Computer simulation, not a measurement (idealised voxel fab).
Process module heading - voxel ribs on slabs
Displayed cross-section: cut, width of 220 nm, square cells sized 5 nm.
Cross-section, as written here: a square-cell grid given band by band from the top down, where a band holds one or more rows of cells.
Band: top height; bottom height; in nm. Then, left to right: material with width in nm, for each material. "throughout": a single material spanning edge to edge. "empty": empty space.
Height is counted from the level 0, under which the received wafer is composed throughout of one material. The lowest of the bands is not closed at the bottom but continues downward, in the notation "0..down".
Width "30 to 40": first value at the band's top row of cells, second value at its bottom row, equal change from row to row.
The designation "same as before", where it is given for a processing step, indicates that no cell of the cross-section was altered in the course of that step.
Closed empty spaces (no open way to the top) of 8 cells or more are what "Voids, fully enclosed" lists, each as width x height at distance from the left edge, nm for all three.
Heads up: the bit after the settings on a step's line is the simulator's remark on that step.
"overlay nm" on a masked step: distance the mask lay right of its planned place, negative for left.

Planned process steps
| 1 | RECEIVE: material Si |
| 2 | DIRECTIONAL_DEP: material SiO2, thk nm 20 |
| 3 | DIRECTIONAL_DEP: material polySi, thk nm 20 |
| 4 | PATTERN: tone cover, mask id RIB, material resist, width nm 20, thk nm 20, overlay nm 0 |
| 5 | DIRECTIONAL_ETCH: etch materials polySi, depth nm 5 |
| 6 | STRIP: etch materials resist |
| 7 | DIRECTIONAL_DEP: material aC, thk nm 10 |
| 8 | PATTERN: tone cover, mask id SLAB, material resist, width nm 70, thk nm 30, overlay nm 0 |
| 9 | DIRECTIONAL_ETCH: etch materials aC, depth nm 10 |
| 10 | STRIP: etch materials resist |
| 11 | DIRECTIONAL_ETCH: etch materials polySi, depth nm 15 |
| 12 | STRIP: etch materials aC |
| 13 | FILL_DEP: material SiO2, thk nm 20 |
| 14 | CMP: height nm 55 |
| 15 | DIRECTIONAL_DEP: material TiN, thk nm 10 |
| 16 | PATTERN: tone cover, mask id HEATER, material resist, width nm 30, thk nm 15, overlay nm 0 |
| 17 | DIRECTIONAL_ETCH: etch materials TiN, depth nm 10 |
| 18 | STRIP: etch materials resist |
| 19 | CONFORMAL_DEP: material SiN, thk nm 5 |

Cross-section of the incoming wafer, state after step 1
	0..down  Si throughout
	Voids, fully enclosed: none

The module was run from the start shown above using the plan shown above, but one mistake was made doing it; the resulting wafer cross-section is below
	70..65  90 nm empty, then 40 nm SiN, then 90 nm empty
	65..60  90 nm empty, then 5 nm SiN, then 30 nm TiN, then 5 nm SiN, then 90 nm empty
	60..55  95 nm SiN, then 30 nm TiN, then 95 nm SiN
	55..50  SiO2 throughout
	50..45  100 nm SiO2, then 20 nm polySi, then 100 nm SiO2
	45..30  75 nm SiO2, then 70 nm polySi, then 75 nm SiO2
	30..20  polySi throughout
	20..0  SiO2 throughout
	0..down  Si throughout
	Voids, fully enclosed: none
The mistake made against the process plan was this: step 3 deviated from plan and actually ran as DIRECTIONAL_DEP: material polySi, thk nm 30
